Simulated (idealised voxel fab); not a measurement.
Process module, titled voxel tone inversion
The width of the displayed cross-section, cut, is 245 nm; its cells are square, with a size of 5 nm.
A cross-section is a grid of square cells, given in bands from the top down. A band is one or more rows of cells.
The entry gives the band's vertical extent as a top height and a bottom height in nm, then its horizontal make-up as materials from left to right, each with a width in nm. "empty" stands for empty space; a single material marked "edge to edge" fills the band edge to edge.
We count height from 0. Below that, the starting wafer is all one material. The lowest band never ends at the bottom but goes on down; see "from 0 down" for how that is written.
Per-row width for "30->40": begins at first number (top row of band), ends at second number (bottom row), increment between rows held constant.
Basically "nothing different" means that step didn't change any cell in the cross-section.
"Enclosed void listing" specifies each empty space that is not open to the top and that occupies no fewer than 8 cells, using the form width x height at distance, the distance measured from the left edge and all three quantities in nm.
On a step's line, text after the settings is the simulator commenting on that step.
overlay nm: how far to the right of its planned place the mask lay on this masked step (negative: to the left).
-- The process steps that were planned are listed below
| 1 | op RECEIVE | material Si |
| 2 | op CONFORMAL_DEP | material SiN | thk nm 5 |
| 3 | op DIRECTIONAL_DEP | material polySi | thk nm 15 |
| 4 | op PATTERN | tone cover | mask id POSTS | material resist | width nm 20 | pitch nm 40 | thk nm 20 | overlay nm 0 |
| 5 | op DIRECTIONAL_ETCH | etch materials polySi | depth nm 15 |
| 6 | op STRIP | etch materials resist |
| 7 | op FILL_DEP | material SiO2 | thk nm 5 |
| 8 | op CMP | height nm 20 |
| 9 | op STRIP | etch materials polySi |
-- Run as planned: first of two wafers
-- Wafer at receipt (post step 1), cross-section
> from 0 down | Si edge to edge
> Enclosed void listing: none
-- You're looking at a cross-section of the wafer after step 2
> from 5 to 0 | SiN edge to edge
> All layers under 0 are left as they were.
-- You're looking at a cross-section of the wafer after step 3
> from 20 to 5 | polySi edge to edge
> All layers under 5 are left as they were.
-- You're looking at a cross-section of the wafer after step 4
> from 40 to 20 | empty=50, resist=20, empty=20, resist=20, empty=20, resist=20, empty=20, resist=20, empty=55
> All layers under 20 are left as they were.
-- You're looking at a cross-section of the wafer after step 5
> from 40 to 20 | empty=50, resist=20, empty=20, resist=20, empty=20, resist=20, empty=20, resist=20, empty=55
> from 20 to 5 | empty=50, polySi=20, empty=20, polySi=20, empty=20, polySi=20, empty=20, polySi=20, empty=55
> All layers under 5 are left as they were.
-- You're looking at a cross-section of the wafer after step 6
> from 20 to 5 | empty=50, polySi=20, empty=20, polySi=20, empty=20, polySi=20, empty=20, polySi=20, empty=55
> All layers under 5 are left as they were.
-- You're looking at a cross-section of the wafer after step 7
> from 25 to 20 | SiO2 edge to edge
> from 20 to 5 | SiO2=50, polySi=20, SiO2=20, polySi=20, SiO2=20, polySi=20, SiO2=20, polySi=20, SiO2=55
> All layers under 5 are left as they were.
-- You're looking at a cross-section of the wafer after step 8
> from 20 to 5 | SiO2=50, polySi=20, SiO2=20, polySi=20, SiO2=20, polySi=20, SiO2=20, polySi=20, SiO2=55
> All layers under 5 are left as they were.
-- You're looking at a cross-section of the wafer after step 9
> from 20 to 5 | SiO2=50, empty=20, SiO2=20, empty=20, SiO2=20, empty=20, SiO2=20, empty=20, SiO2=55
> All layers under 5 are left as they were.
-- Notes, second wafer: start = first wafer's, plan = first wafer's, execution had one mistake; history identical to first through step 4
-- Cross-section, second wafer, at the end time the plan gives for step 5
> from 40 to 20 | empty=50, resist=20, empty=20, resist=20, empty=20, resist=20, empty=20, resist=20, empty=55
> from 20 to 5 | empty=50, polySi=20, empty=20, polySi=20, empty=20, polySi=20, empty=20, polySi=20, empty=55
> All layers under 5 are left as they were.
-- Cross-section, second wafer, at the end time the plan gives for step 6
> from 20 to 5 | empty=50, polySi=20, empty=20, polySi=20, empty=20, polySi=20, empty=20, polySi=20, empty=55
> All layers under 5 are left as they were.
-- Cross-section, second wafer, at the end time the plan gives for step 7
> from 25 to 20 | SiO2 edge to edge
> from 20 to 5 | SiO2=50, polySi=20, SiO2=20, polySi=20, SiO2=20, polySi=20, SiO2=20, polySi=20, SiO2=55
> All layers under 5 are left as they were.
-- Cross-section, second wafer, at the end time the plan gives for step 8
> from 20 to 5 | SiO2=50, polySi=20, SiO2=20, polySi=20, SiO2=20, polySi=20, SiO2=20, polySi=20, SiO2=55
> All layers under 5 are left as they were.
-- Cross-section, second wafer, at the end time the plan gives for step 9
> from 20 to 5 | SiO2=50, empty=20, SiO2=20, empty=20, SiO2=20, empty=20, SiO2=20, empty=20, SiO2=55
> All layers under 5 are left as they were.
Nonconformance to the process plan: step 5 in the plan was executed twice
The two wafers finish with the same cross-section, and therefore the mistake leaves the computed outcome of this model unchanged.
